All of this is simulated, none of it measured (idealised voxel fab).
This is a process module. Its name is voxel transistor to metal.
Square cells of 5 nm make up the cross-section cut, whose width is 280 nm.
Cross-section = grid of square cells, listed top down in bands; band = one or more rows. Basically the band line says how high the top is and how high the bottom is, in nm, and then what's in it from left to right, every material with its width in nm. Empty space shows up as "air", and if a single material carries "edge to edge" it runs the full band edge to edge. Heads up on the height convention: 0 is the point under which the incoming wafer is all one material, and the lowest band has no bottom, it just keeps going down, like "0 -> down". Top row gets the first number, bottom row gets the second, and each row in between changes by the same step: that is how a band width like "30 to 40" works. Where the words "no change" appear for a step, the cross-section shows no cell changed by that step; every cell remained as before. The entry "Enclosed voids" lists the empty spaces that cover at least 8 cells and have no open path to the top. Each is written as width x height at distance, where the distance is measured from the left edge and all three values are in nm. Past the settings on a step's line: simulator remark, on that step. overlay nm, on a step with a mask: how far to the right of its planned place the mask lay; to the left if negative.

# This section lists the process steps that were planned
step 1: RECEIVE, material Si
step 2: OXIDIZE, depth nm 5
step 3: CONFORMAL_DEP, material SiN, thk nm 15
step 4: DIRECTIONAL_DEP, material aC, thk nm 10
step 5: PATTERN, tone cover, mask id ACTIVE, material resist, width nm 100, pitch nm 125, thk nm 30, overlay nm 0
step 6: DIRECTIONAL_ETCH, etch materials aC, depth nm 10
step 7: STRIP, etch materials resist
step 8: DIRECTIONAL_ETCH, etch materials SiN, depth nm 15
step 9: DIRECTIONAL_ETCH, etch materials SiO2, depth nm 5
step 10: DIRECTIONAL_ETCH, etch materials Si, depth nm 35
step 11: STRIP, etch materials aC
step 12: OXIDIZE, depth nm 5
step 13: FILL_DEP, material SiO2, thk nm 5
step 14: CMP, height nm 15
step 15: SELECTIVE_ETCH, etch materials SiO2, depth nm 15
step 16: STRIP, etch materials SiN
step 17: SELECTIVE_ETCH, etch materials SiO2, depth nm 5
step 18: OXIDIZE, depth nm 5
step 19: DIRECTIONAL_DEP, material polySi, thk nm 20
step 20: DIRECTIONAL_DEP, material SiCN, thk nm 15
step 21: DIRECTIONAL_DEP, material aC, thk nm 10
step 22: PATTERN, tone cover, mask id GATE, material resist, width nm 20, pitch nm 125, thk nm 30, overlay nm 0
step 23: DIRECTIONAL_ETCH, etch materials aC, depth nm 10
step 24: STRIP, etch materials resist
step 25: DIRECTIONAL_ETCH, etch materials SiCN, depth nm 25
step 26: DIRECTIONAL_ETCH, etch materials polySi, depth nm 30
step 27: STRIP, etch materials aC
step 28: CONFORMAL_DEP, material SiO2, thk nm 5
step 29: DIRECTIONAL_ETCH, etch materials SiO2, depth nm 5
step 30: CONFORMAL_DEP, material SiN, thk nm 10
step 31: DIRECTIONAL_ETCH, etch materials SiN, depth nm 10
step 32: DIRECTIONAL_ETCH, etch materials SiO2, depth nm 5
step 33: DIRECTIONAL_ETCH, etch materials Si, depth nm 5
step 34: EPI, material SiGe, thk nm 10
step 35: FILL_DEP, material SiO2, thk nm 10
step 36: CMP, height nm 30
step 37: DIRECTIONAL_DEP, material SiO2, thk nm 15
step 38: DIRECTIONAL_DEP, material aC, thk nm 15
step 39: PATTERN, tone open, mask id CONTACT, material resist, width nm 25, thk nm 35, overlay nm 0
step 40: DIRECTIONAL_ETCH, etch materials aC, depth nm 15
step 41: STRIP, etch materials resist
step 42: DIRECTIONAL_ETCH, etch materials SiO2, depth nm 50
step 43: STRIP, etch materials aC
step 44: CONFORMAL_DEP, material TiN, thk nm 5
step 45: FILL_DEP, material Ru, thk nm 10
step 46: CMP, height nm 45
step 47: DIRECTIONAL_DEP, material TiN, thk nm 5
step 48: DIRECTIONAL_DEP, material Ru, thk nm 15
step 49: DIRECTIONAL_DEP, material aC, thk nm 10
step 50: PATTERN, tone cover, mask id METAL_1, material resist, width nm 15, thk nm 25, overlay nm 0
step 51: DIRECTIONAL_ETCH, etch materials aC, depth nm 10
step 52: STRIP, etch materials resist
step 53: DIRECTIONAL_ETCH, etch materials Ru, depth nm 15
step 54: DIRECTIONAL_ETCH, etch materials TiN, depth nm 5
step 55: STRIP, etch materials aC
step 56: CONFORMAL_DEP, material SiCN, thk nm 5
step 57: FILL_DEP, material lowk, thk nm 10
step 58: CMP, height nm 65
step 59: CONFORMAL_DEP, material SiN, thk nm 5

# Cross-section of the wafer as it came to us, i.e., already through step 1
- 0 -> down  Si edge to edge
- Enclosed voids: none

# Module complete, cross-section. Starting point and plan per above. One mistake made in running the module
- 70 -> 65  SiN edge to edge
- 65 -> 50  lowk: 30  SiCN: 5  Ru: 15  SiCN: 5  lowk: 40  SiCN: 5  Ru: 15  SiCN: 5  lowk: 35  SiCN: 5  Ru: 15  SiCN: 5  lowk: 40  SiCN: 5  Ru: 15  SiCN: 5  lowk: 35
- 50 -> 45  SiCN: 35  TiN: 15  SiCN: 50  TiN: 15  SiCN: 45  TiN: 15  SiCN: 50  TiN: 15  SiCN: 40
- 45 -> 35  SiO2: 35  TiN: 5  Ru: 15  TiN: 5  SiO2: 30  TiN: 5  Ru: 15  TiN: 5  SiO2: 45  TiN: 5  Ru: 15  TiN: 5  SiO2: 30  TiN: 5  Ru: 15  TiN: 5  SiO2: 40
- 35 -> 30  SiO2: 35  TiN: 5  Ru: 5  TiN: 15  SiO2: 30  TiN: 15  Ru: 5  TiN: 5  SiO2: 45  TiN: 5  Ru: 5  TiN: 15  SiO2: 30  TiN: 15  Ru: 5  TiN: 5  SiO2: 40
- 30 -> 15  SiO2: 35  TiN: 5  Ru: 5  TiN: 5  SiN: 10  SiO2: 5  SiCN: 20  SiO2: 5  SiN: 10  TiN: 5  Ru: 5  TiN: 5  SiO2: 45  TiN: 5  Ru: 5  TiN: 5  SiN: 10  SiO2: 5  SiCN: 20  SiO2: 5  SiN: 10  TiN: 5  Ru: 5  TiN: 5  SiO2: 40
- 15 -> 5  SiO2: 35  TiN: 5  Ru: 5  TiN: 5  SiN: 10  SiO2: 5  polySi: 20  SiO2: 5  SiN: 10  TiN: 5  Ru: 5  TiN: 5  SiO2: 45  TiN: 5  Ru: 5  TiN: 5  SiN: 10  SiO2: 5  polySi: 20  SiO2: 5  SiN: 10  TiN: 5  Ru: 5  TiN: 5  SiO2: 40
- 5 -> 0  SiO2: 35  TiN: 15  SiN: 10  SiO2: 5  polySi: 20  SiO2: 5  SiN: 10  TiN: 15  SiO2: 45  TiN: 15  SiN: 10  SiO2: 5  polySi: 20  SiO2: 5  SiN: 10  TiN: 15  SiO2: 40
- 0 -> -5  SiO2: 35  TiN: 5  SiGe: 10  SiN: 10  SiO2: 5  polySi: 20  SiO2: 5  SiN: 10  SiGe: 10  TiN: 5  SiO2: 45  TiN: 5  SiGe: 10  SiN: 10  SiO2: 5  polySi: 20  SiO2: 5  SiN: 10  SiGe: 10  TiN: 5  SiO2: 40
- -5 -> -10  SiO2: 25  SiGe: 25  SiO2: 50  SiGe: 25  SiO2: 25  SiGe: 25  SiO2: 50  SiGe: 25  SiO2: 30
- -10 -> -15  SiO2: 30  SiGe: 20  Si: 50  SiGe: 20  SiO2: 35  SiGe: 20  Si: 50  SiGe: 20  SiO2: 35
- -15 -> -80  SiO2: 30  Si: 90  SiO2: 35  Si: 90  SiO2: 35
- -80 -> down  Si edge to edge
- Enclosed voids: none
Misprocessing identified: the plan had its step 10 run twice
